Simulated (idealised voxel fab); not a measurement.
Process module, titled voxel local oxidation
FYI the section here is cut, 275 nm wide, cells are 5 nm squares.
How to read a cross-section here: the picture is a grid of square cells, written as bands going from the top down, and any band can span one or more rows of cells. For a band, the entry starts with two heights in nm, that of the top and then that of the bottom, and carries on with the band's materials in order from left to right, each alongside its width in nm; the word "edge to edge" beside a single material means it fills the band edge to edge, and "empty" means empty space. Heights are measured from 0, the level below which the as-received wafer is all one material; the lowest band has no bottom and continues downward, written as in "z 0 and below". Width spec "30->40" -> top row of cells at first value, bottom row at second value, equal per-row change in between. No cell of the cross-section changed in a step that is given as "nothing was modified". If an empty space has no open way to the top and is at least 8 cells in size, "Internal closed voids" lists it, written width x height at distance, where distance is measured from the left edge and every value is in nm. Read whatever lies past the settings on a step's line as the simulator's own remark about the step. What "overlay nm" on a step's line means: if the step has a mask, that mask lay this far to the right of its planned place, or, when the value is negative, to the left.

The steps planned for the process are as follows
1,op RECEIVE | material Si
2,op OXIDIZE | depth nm 5
3,op CONFORMAL_DEP | material SiN | thk nm 15
4,op PATTERN | tone cover | mask id ACTIVE | material resist | width nm 115 | thk nm 20 | overlay nm 0
5,op DIRECTIONAL_ETCH | etch materials SiN | depth nm 15
6,op STRIP | etch materials resist
7,op SELECTIVE_ETCH | etch materials SiO2 | depth nm 5
8,op OXIDIZE | depth nm 10
9,op STRIP | etch materials SiN
Don't read the plan's depth nm for step 7 as applying to every wafer: that's the first wafer's value, and the wafers differ in it, though they all start identical.

first wafer as received, after step 1
z 0 and below  Si edge to edge
Internal closed voids: none

Heads up, this table goes wafer by wafer. A row tells you, at the end of the module, how many cells of each material that wafer has put on (+) or dropped (-) since it was received, and then its closed voids
depth nm 5; -131 Si; +97 SiO2; Internal closed voids: none
depth nm 10; -135 Si; +99 SiO2; Internal closed voids: none
depth nm 15; -139 Si; +101 SiO2; Internal closed voids: none
depth nm 20; -143 Si; +103 SiO2; Internal closed voids: none
